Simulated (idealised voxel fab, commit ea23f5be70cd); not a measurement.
The process module presented herein is designated voxel self aligned contacts.
Each square cell in cross-section cut measures 5 nm, and the section as a whole is 145 nm wide.
Cross-section spec: square-cell grid; bands listed top down; each band is one or more rows. Basically the band line says how high the top is and how high the bottom is, in nm, and then what's in it from left to right, every material with its width in nm. Empty space shows up as "empty", and if a single material carries "edge to edge" it runs the full band edge to edge. Convention: height 0 is the level below which the wafer, as received, is all one material. The lowest band does not terminate at the bottom but continues downward, represented as "0 nm and below". When a width is written as two numbers, as in "30..40", the first number is the width in the top row of cells of the band and the second is the width in its bottom row, and the width changes by the same amount from each row to the next. The cross-section has no changed cell in any step marked "nothing different". Empty spaces counting at least 8 cells and having no open way to the top are listed in "Enclosed internal voids". The notation width x height at distance is used for each, the distance being from the left edge and all three values in nm. Text after the settings on a step's line: the simulator's own remark on that step. You can add "overlay nm" to a step's line. For a step with a mask, it describes how far the mask lay to the right of its planned position, and a negative number describes a lay to the left.
Steps in the process plan
| 1 | RECEIVE, material Si |
| 2 | CONFORMAL_DEP, material SiO2, thk nm 5 |
| 3 | DIRECTIONAL_DEP, material polySi, thk nm 20 |
| 4 | DIRECTIONAL_DEP, material SiN, thk nm 25 |
| 5 | PATTERN, tone cover, mask id GATE, material resist, width nm 30, pitch nm 70, thk nm 15, overlay nm 0 |
| 6 | DIRECTIONAL_ETCH, etch materials SiN, depth nm 25 |
| 7 | DIRECTIONAL_ETCH, etch materials polySi, depth nm 20 |
| 8 | STRIP, etch materials resist |
| 9 | CONFORMAL_DEP, material SiN, thk nm 10 |
| 10 | DIRECTIONAL_ETCH, etch materials SiN, depth nm 10 |
| 11 | FILL_DEP, material SiO2, thk nm 15 |
| 12 | CMP, height nm 55 |
| 13 | MASKED_ETCH, tone open, mask id CONTACT, width nm 50, etch materials SiO2, depth nm 55, overlay nm 0 |
| 14 | CONFORMAL_DEP, material TiN, thk nm 5 |
| 15 | FILL_DEP, material W, thk nm 10 |
| 16 | CMP, height nm 55 |
| 17 | CONFORMAL_DEP, material SiCN, thk nm 5 |
As received, after step 1
	0 nm and below | Si edge to edge
	Enclosed internal voids: none
Here's the cross-section of the first of our two wafers at the end of the module - it ran as planned
	60 nm to 55 nm | SiCN edge to edge
	55 nm to 50 nm | SiO2=45, TiN=20, W=10, TiN=20, SiO2=50
	50 nm to 25 nm | SiO2=10, SiN=50, TiN=5, W=10, TiN=5, SiN=50, SiO2=15
	25 nm to 5 nm | SiO2=10, SiN=10, polySi=30, SiN=10, TiN=5, W=10, TiN=5, SiN=10, polySi=30, SiN=10, SiO2=15
	5 nm to 0 nm | SiO2=60, TiN=20, SiO2=65
	0 nm and below | Si edge to edge
	Enclosed internal voids: none
Second wafer through the module, sectioned at the end: same beginning and same plan as the first wafer, with one mistake in carrying it out
	60 nm to 55 nm | SiCN edge to edge
	55 nm to 50 nm | SiO2=45, TiN=20, W=10, TiN=20, SiO2=50
	50 nm to 40 nm | SiO2=10, SiN=50, TiN=5, W=10, TiN=5, SiN=50, SiO2=15
	40 nm to 35 nm | SiO2=10, SiN=50, TiN=20, SiN=50, SiO2=15
	35 nm to 25 nm | SiN edge to edge
	25 nm to 5 nm | polySi edge to edge
	5 nm to 0 nm | SiO2 edge to edge
	0 nm and below | Si edge to edge
	Enclosed internal voids: none
Deviation noted in wafer processing: the process deviated at step 6: the operation and settings actually run there were DIRECTIONAL_ETCH, etch materials SiN, depth nm 15
Per the end-of-run cell counts, the second wafer holds more or fewer of some materials than the first: SiN: 14 fewer; SiO2: 26 fewer; TiN: 14 fewer; W: 14 fewer; polySi: 68 more
